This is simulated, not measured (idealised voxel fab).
Herein follows the process module entitled voxel released beams.
Cross-section cut: width 265 nm, square cells of 5 nm.
A cross-section in this document is a grid of square cells, and it is written down as bands, the top band listed before the ones below it; a band is made up of one or more rows of cells. The band entry comprises the height of the band's top followed by the height of its bottom, expressed in nm, and subsequently the band's materials from left to right, each stated together with its width in nm. Where a single material is marked with the word "throughout", that material fills the band from edge to edge. The word "blank" represents empty space. It should be noted that heights are counted from 0, beneath which the wafer as supplied is of one material throughout, and that the lowest band possesses no lower boundary but continues downward, as written in "top 0, no bottom". With a width like "30->40", each row of cells in the band differs from the next by the same amount, the top row carrying the first number and the bottom row the second. "nothing different" for a step: no cell of the cross-section changed in that step. In the "Closed internal cavities" entry, you get each enclosed empty space of 8 cells or more, one with no open way to the top, written width x height at distance, distance from the left edge, in nm. Anything after a step's settings on that line? It's the simulator's own note about the step. overlay nm: right-of-plan distance of the mask on a masked step; negative values mean left-of-plan.
-- Intended process steps
1) RECEIVE, material Si
2) CONFORMAL_DEP, material SiN, thk nm 5
3) DIRECTIONAL_DEP, material SiO2, thk nm 20
4) DIRECTIONAL_DEP, material aC, thk nm 15
5) PATTERN, tone open, mask id ANCHOR, material resist, width nm 45, thk nm 35, overlay nm 0
6) DIRECTIONAL_ETCH, etch materials aC, depth nm 15
7) STRIP, etch materials resist
8) DIRECTIONAL_ETCH, etch materials SiO2, depth nm 20
9) STRIP, etch materials aC
10) CONFORMAL_DEP, material W, thk nm 5
11) DIRECTIONAL_DEP, material aC, thk nm 10
12) PATTERN, tone cover, mask id BEAM, material resist, width nm 95, thk nm 30, overlay nm 0
13) DIRECTIONAL_ETCH, etch materials aC, depth nm 10
14) STRIP, etch materials resist
15) DIRECTIONAL_ETCH, etch materials W, depth nm 15
16) STRIP, etch materials aC
17) STRIP, etch materials SiO2
The thk nm used in step 10 is not the same on every wafer, whereas the starting condition is; the value printed in the plan is the first wafer's.
-- This is how the first of several wafers looked in cross-section when it arrived, which is after step 1
> top 0, no bottom | Si throughout
> Closed internal cavities: none
-- Basically each wafer gets a line in the table, showing it at the end of the module: material by material, the cells it gained (+) or lost (-) since we got it, then its closed voids
thk nm 5; +53 SiN; +27 W; Closed internal cavities: none
thk nm 10; +53 SiN; +54 W; Closed internal cavities: none
thk nm 15; +53 SiN; +81 W; Closed internal cavities: none
thk nm 20; +53 SiN; +176 SiO2; +142 W; Closed internal cavities: none
thk nm 25; +53 SiN; +176 SiO2; +199 W; Closed internal cavities: none
thk nm 30; +53 SiN; +176 SiO2; +252 W; Closed internal cavities: none
